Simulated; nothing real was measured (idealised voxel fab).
The following process module bears the name voxel wiring stack.
It is cross-section cut that appears here, measuring 165 nm in width, its square cells being 5 nm in size.
A cross-section is a grid of square cells, given in bands from the top down. A band is one or more rows of cells.
In this notation a band is specified by the heights of its top and bottom, in that order and in nm, after which its materials appear from left to right, each paired with its width in nm. The word "throughout" attached to a single material means that material fills the band from edge to edge; the word "blank" stands for empty space.
Heads up on the height convention: 0 is the point under which the incoming wafer is all one material, and the lowest band has no bottom, it just keeps going down, like "0 and below".
You'd read "30 to 40" like this: the band's top row of cells is as wide as the first number, its bottom row is as wide as the second, and going down, every row changes width by the same amount as the row before did.
Step marked "remained the same"? Then no cell in the cross-section changed in it.
"Non-vented voids": sealed empty spaces, 8 cells or more, no open way to top, listed width x height at distance, with distance from the left edge and width, height and distance in nm.
Whatever follows a step's settings on its line is a remark the simulator itself makes about that step.
overlay nm: mask right of planned place by this much (step with mask). Neg. = left.

The following list gives the planned process steps:
| 1 | RECEIVE | material Si |
| 2 | CONFORMAL_DEP | material SiO2 | thk nm 15 |
| 3 | CONFORMAL_DEP | material SiCN | thk nm 5 |
| 4 | DIRECTIONAL_DEP | material lowk | thk nm 25 |
| 5 | DIRECTIONAL_DEP | material aC | thk nm 10 |
| 6 | PATTERN | tone open | mask id METAL_1 | material resist | width nm 25 | pitch nm 40 | thk nm 25 | overlay nm 0 |
| 7 | DIRECTIONAL_ETCH | etch materials aC | depth nm 10 |
| 8 | STRIP | etch materials resist |
| 9 | DIRECTIONAL_ETCH | etch materials lowk | depth nm 25 |
| 10 | DIRECTIONAL_ETCH | etch materials SiCN | depth nm 5 |
| 11 | STRIP | etch materials aC |
| 12 | CONFORMAL_DEP | material TiN | thk nm 5 |
| 13 | FILL_DEP | material Cu | thk nm 10 |
| 14 | CMP | height nm 45 |
| 15 | CONFORMAL_DEP | material SiCN | thk nm 5 |
| 16 | DIRECTIONAL_DEP | material SiO2 | thk nm 20 |
| 17 | PATTERN | tone open | mask id PLUG_1 | material resist | width nm 15 | pitch nm 40 | thk nm 15 | overlay nm 0 |
| 18 | DIRECTIONAL_ETCH | etch materials SiO2 | depth nm 20 |
| 19 | DIRECTIONAL_ETCH | etch materials SiCN | depth nm 5 |
| 20 | STRIP | etch materials resist |
| 21 | EPI | material Ru | thk nm 10 |
| 22 | EPI | material Ru | thk nm 10 |
| 23 | EPI | material Ru | thk nm 5 |
| 24 | CONFORMAL_DEP | material SiCN | thk nm 5 |
| 25 | DIRECTIONAL_DEP | material SiO2 | thk nm 20 |
| 26 | DIRECTIONAL_DEP | material aC | thk nm 10 |
| 27 | PATTERN | tone open | mask id METAL_2 | material resist | width nm 25 | pitch nm 40 | thk nm 25 | overlay nm 0 |
| 28 | DIRECTIONAL_ETCH | etch materials aC | depth nm 10 |
| 29 | STRIP | etch materials resist |
| 30 | DIRECTIONAL_ETCH | etch materials SiO2 | depth nm 20 |
| 31 | DIRECTIONAL_ETCH | etch materials SiCN | depth nm 5 |
| 32 | STRIP | etch materials aC |
| 33 | CONFORMAL_DEP | material TiN | thk nm 5 |
| 34 | FILL_DEP | material W | thk nm 10 |
| 35 | CMP | height nm 95 |
| 36 | CONFORMAL_DEP | material SiN | thk nm 5 |
Keep in mind the plan's value for the width nm of step 17 comes from the first wafer; the wafers don't share that setting, but they do share the same starting point.

So this is the first of several wafers, cross-sectioned as it came to us, meaning it's at the end of step 1:
    0 and below | Si throughout
    Non-vented voids: none

Per wafer, end of module: cells gained (+) or lost (-) per material since receipt, then closed voids:
width nm 15 | +45 Cu | +45 Ru | +60 SiCN | +33 SiN | +267 SiO2 | +84 TiN | +36 W | +90 lowk | Non-vented voids: none
width nm 20 | +45 Cu | +60 Ru | +57 SiCN | +33 SiN | +255 SiO2 | +84 TiN | +36 W | +90 lowk | Non-vented voids: none
width nm 25 | +45 Cu | +75 Ru | +54 SiCN | +33 SiN | +243 SiO2 | +84 TiN | +36 W | +90 lowk | Non-vented voids: none
